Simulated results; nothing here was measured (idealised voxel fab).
Presented below is a process module, voxel capacitor over wiring.
Section shown: cut. Width: 270 nm. Cell size: 5 nm, square.
Heads up, the way a cross-section reads in here is a grid of square cells, handed over as bands from the top down, with every band being one or more rows of cells.
A band entry consists of two parts. The first gives the height of the band's top and the height of its bottom, in nm. The rest lists the band's materials from left to right, each with its width in nm. A single material labelled with the word "all across" fills the band from edge to edge, and the word "empty" marks empty space.
Height reference: 0 = level under which incoming wafer is all one material. Lowest band: no bottom, runs on downward, e.g. "0 down".
Per-row width for "30..40": begins at first number (top row of band), ends at second number (bottom row), increment between rows held constant.
Key: "no alteration" - step with no changed cell in the cross-section.
Reported under the label "Internal closed voids" are the empty spaces having no open way to the top and comprising 8 cells or more; the notation for each is width x height at distance, in which the distance is measured from the left edge and all three values are in nm.
That trailing text on a step's line, after the settings, is the simulator's own remark on the step.
"overlay nm", when on a step's line for a step with a mask, measures how far to the right of its planned place the mask lay; a negative measure means to the left.

Planned process steps
1,RECEIVE (material Si)
2,CONFORMAL_DEP (material SiO2; thk nm 15)
3,CONFORMAL_DEP (material SiCN; thk nm 5)
4,DIRECTIONAL_DEP (material lowk; thk nm 15)
5,PATTERN (tone open; mask id METAL_1; material resist; width nm 25; pitch nm 95; thk nm 15; overlay nm 0)
6,DIRECTIONAL_ETCH (etch materials lowk; depth nm 15)
7,DIRECTIONAL_ETCH (etch materials SiCN; depth nm 5)
8,STRIP (etch materials resist)
9,CONFORMAL_DEP (material TiN; thk nm 5)
10,FILL_DEP (material W; thk nm 10)
11,CMP (height nm 35)
12,EPI (material Ru; thk nm 5)
13,FILL_DEP (material SiCN; thk nm 5)
14,DIRECTIONAL_DEP (material SiO2; thk nm 15)
15,MASKED_ETCH (tone open; mask id PLUG_1; width nm 15; etch materials SiO2; depth nm 15; overlay nm 0)
16,MASKED_ETCH (tone open; mask id PLUG_1; width nm 15; etch materials SiCN; depth nm 5; overlay nm 0)
17,EPI (material Ru; thk nm 10)
18,EPI (material Ru; thk nm 10)
19,DIRECTIONAL_DEP (material TiN; thk nm 5)
20,DIRECTIONAL_DEP (material SiN; thk nm 5)
21,DIRECTIONAL_DEP (material TiN; thk nm 10)
22,MASKED_ETCH (tone cover; mask id UPPER_PLATE; width nm 75; etch materials TiN; depth nm 10; overlay nm 0)
23,MASKED_ETCH (tone cover; mask id UPPER_PLATE; width nm 75; etch materials SiN; depth nm 5; overlay nm 0)
24,DIRECTIONAL_DEP (material aC; thk nm 10)
25,PATTERN (tone cover; mask id LOWER_PLATE; material resist; width nm 85; thk nm 25; overlay nm 0)
26,DIRECTIONAL_ETCH (etch materials aC; depth nm 10)
27,STRIP (etch materials resist)
28,DIRECTIONAL_ETCH (etch materials TiN; depth nm 5)
29,STRIP (etch materials aC)
30,FILL_DEP (material SiO2; thk nm 20)
31,CMP (height nm 95)
32,PATTERN (tone open; mask id PLUG_2; material resist; width nm 15; thk nm 20; overlay nm 0)
33,DIRECTIONAL_ETCH (etch materials SiO2; depth nm 15)
34,STRIP (etch materials resist)
35,CONFORMAL_DEP (material TiN; thk nm 5)
36,FILL_DEP (material W; thk nm 10)
37,CMP (height nm 95)
38,CONFORMAL_DEP (material SiCN; thk nm 5)

Wafer as received: cross-section following step 1
  0 down | Si all across
  Internal closed voids: none

Sectioned view, first of two wafers, at the close of the module, processed as intended in the plan
  100 to 95 | SiCN all across
  95 to 85 | SiO2: 95, then TiN: 5, then W: 5, then TiN: 5, then SiO2: 160
  85 to 80 | SiO2: 95, then TiN: 15, then SiO2: 160
  80 to 70 | SiO2: 85, then TiN: 75, then SiO2: 110
  70 to 65 | SiO2: 85, then SiN: 75, then SiO2: 110
  65 to 60 | SiO2: 80, then TiN: 85, then SiO2: 105
  60 to 45 | SiO2: 85, then Ru: 15, then SiO2: 170
  45 to 40 | SiCN: 85, then Ru: 15, then SiCN: 170
  40 to 35 | SiCN: 70, then Ru: 35, then SiCN: 60, then Ru: 35, then SiCN: 70
  35 to 20 | lowk: 75, then TiN: 5, then W: 15, then TiN: 5, then lowk: 70, then TiN: 5, then W: 15, then TiN: 5, then lowk: 75
  20 to 15 | SiCN: 75, then TiN: 25, then SiCN: 70, then TiN: 25, then SiCN: 75
  15 to 0 | SiO2 all across
  0 down | Si all across
  Internal closed voids: none

End-of-module cross-section of the second wafer: identical starting point and process plan to the first, with one processing mistake
  100 to 95 | SiCN all across
  95 to 85 | SiO2: 95, then TiN: 5, then W: 5, then TiN: 5, then SiO2: 160
  85 to 80 | SiO2: 95, then TiN: 15, then SiO2: 160
  80 to 70 | SiO2: 85, then TiN: 75, then SiO2: 110
  70 to 65 | SiO2: 85, then SiN: 75, then SiO2: 110
  65 to 60 | SiO2: 80, then TiN: 85, then SiO2: 105
  60 to 45 | SiO2: 85, then Ru: 15, then SiO2: 170
  45 to 40 | SiCN: 85, then Ru: 15, then SiCN: 170
  40 to 35 | SiCN: 70, then Ru: 35, then SiCN: 60, then Ru: 35, then SiCN: 70
  35 to 25 | lowk: 75, then TiN: 5, then W: 15, then TiN: 5, then lowk: 70, then TiN: 5, then W: 15, then TiN: 5, then lowk: 75
  25 to 20 | lowk: 75, then TiN: 25, then lowk: 70, then TiN: 25, then lowk: 75
  20 to 5 | SiO2 all across
  5 to 0 | SiCN all across
  0 down | Si all across
  Internal closed voids: none
The plan and the run diverged here: mixed up steps 2 and 3 - ran each in the other's place
FYI, end of process, the second wafer has more or fewer cells of some materials than the first: SiCN +10 | TiN -4 | W -6
